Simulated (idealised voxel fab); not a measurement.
You're looking at the process module voxel gate over fins.
Section shown: cut. Width: 170 nm. Cell size: 5 nm, square.
A cross-section is a grid of square cells, given in bands from the top down. A band is one or more rows of cells. A band entry consists of two parts. The first gives the height of the band's top and the height of its bottom, in nm. The rest lists the band's materials from left to right, each with its width in nm. A single material labelled with the word "full width" fills the band from edge to edge, and the word "empty" marks empty space. Ref level 0: as-received wafer is one material below here. Bottom band extends down with no lower bound ("from 0 down"). Graded width ("30 to 40"): value in top row of band = first number; value in bottom row = second number; row-to-row change constant. "no modification" -> step changed no cross-section cell. Reported under the label "closed voids" are the empty spaces having no open way to the top and comprising 8 cells or more; the notation for each is width x height at distance, in which the distance is measured from the left edge and all three values are in nm. Where a step's line continues beyond its settings, the continuation is a remark by the simulator itself on that step. overlay nm: right-of-plan distance of the mask on a masked step; negative values mean left-of-plan.
Listed below are the process steps as planned
| 1 | RECEIVE (material Si) |
| 2 | CONFORMAL_DEP (material SiN; thk nm 5) |
| 3 | DIRECTIONAL_DEP (material aC; thk nm 15) |
| 4 | PATTERN (tone cover; mask id FINS; material resist; width nm 15; pitch nm 50; thk nm 30; overlay nm 0) |
| 5 | DIRECTIONAL_ETCH (etch materials aC; depth nm 15) |
| 6 | STRIP (etch materials resist) |
| 7 | DIRECTIONAL_ETCH (etch materials SiN; depth nm 5) |
| 8 | DIRECTIONAL_ETCH (etch materials Si; depth nm 30) |
| 9 | STRIP (etch materials aC) |
| 10 | FILL_DEP (material SiO2; thk nm 5) |
| 11 | CMP (height nm 5) |
| 12 | DIRECTIONAL_DEP (material aC; thk nm 10) |
| 13 | PATTERN (tone open; mask id RAIL; material resist; width nm 15; thk nm 30; overlay nm 0) |
| 14 | DIRECTIONAL_ETCH (etch materials aC; depth nm 10) |
| 15 | STRIP (etch materials resist) |
| 16 | DIRECTIONAL_ETCH (etch materials SiO2; depth nm 30) |
| 17 | STRIP (etch materials aC) |
| 18 | CONFORMAL_DEP (material TiN; thk nm 5) |
| 19 | FILL_DEP (material W; thk nm 5) |
| 20 | CMP (height nm 5) |
| 21 | SELECTIVE_ETCH (etch materials W Ru TiN; depth nm 25) |
| 22 | FILL_DEP (material SiO2; thk nm 5) |
| 23 | CMP (height nm 5) |
| 24 | SELECTIVE_ETCH (etch materials SiO2; depth nm 20) |
| 25 | STRIP (etch materials SiN) |
| 26 | CONFORMAL_DEP (material HfO2; thk nm 5) |
| 27 | CONFORMAL_DEP (material TiN; thk nm 5) |
| 28 | FILL_DEP (material W; thk nm 10) |
| 29 | CMP (height nm 15) |
| 30 | CONFORMAL_DEP (material SiN; thk nm 10) |
As-received state of the wafer in cross-section, equivalent to post-step 1
> from 0 down  Si full width
> closed voids: none
As-planned run: cross-section of the first of two wafers at end of module
> from 25 to 15  SiN full width
> from 15 to 10  W full width
> from 10 to 5  W 40, TiN 35, W 15, TiN 35, W 45
> from 5 to 0  W 40, TiN 5, HfO2 25, TiN 5, W 15, TiN 5, HfO2 25, TiN 5, W 45
> from 0 to -5  W 40, TiN 5, HfO2 5, Si 15, HfO2 5, TiN 5, W 15, TiN 5, HfO2 5, Si 15, HfO2 5, TiN 5, W 45
> from -5 to -10  TiN 45, HfO2 5, Si 15, HfO2 5, TiN 25, HfO2 5, Si 15, HfO2 5, TiN 50
> from -10 to -15  HfO2 50, Si 15, HfO2 35, Si 15, HfO2 55
> from -15 to -20  SiO2 50, Si 15, SiO2 35, Si 15, SiO2 55
> from -20 to -25  SiO2 50, Si 15, SiO2 10, TiN 15, SiO2 10, Si 15, SiO2 55
> from -25 to -30  SiO2 50, Si 15, SiO2 35, Si 15, SiO2 55
> from -30 down  Si full width
> closed voids: none
Wafer two, end of module, cross-section. Same start, same plan as wafer one. One mistake in the run
> from 25 to 15  SiN full width
> from 15 to 10  W full width
> from 10 to 5  W 40, TiN 35, W 15, TiN 35, W 45
> from 5 to 0  W 40, TiN 5, HfO2 25, TiN 5, W 15, TiN 5, HfO2 25, TiN 5, W 45
> from 0 to -5  W 40, TiN 5, HfO2 5, Si 15, HfO2 5, TiN 5, W 15, TiN 5, HfO2 5, Si 15, HfO2 5, TiN 5, W 45
> from -5 to -10  TiN 45, HfO2 5, Si 15, HfO2 5, TiN 25, HfO2 5, Si 15, HfO2 5, TiN 50
> from -10 to -15  HfO2 50, Si 15, HfO2 35, Si 15, HfO2 55
> from -15 to -20  SiO2 50, Si 15, SiO2 35, Si 15, SiO2 55
> from -20 to -25  SiO2 50, Si 15, SiO2 10, TiN 15, SiO2 10, Si 15, SiO2 55
> from -25 to -60  SiO2 50, Si 15, SiO2 35, Si 15, SiO2 55
> from -60 down  Si full width
> closed voids: none
The mistake made against the process plan was this: plan step 8 ran twice
Final tally in cells, some materials are higher or lower on the second wafer than on the first: Si: 168 fewer | SiO2: 168 more
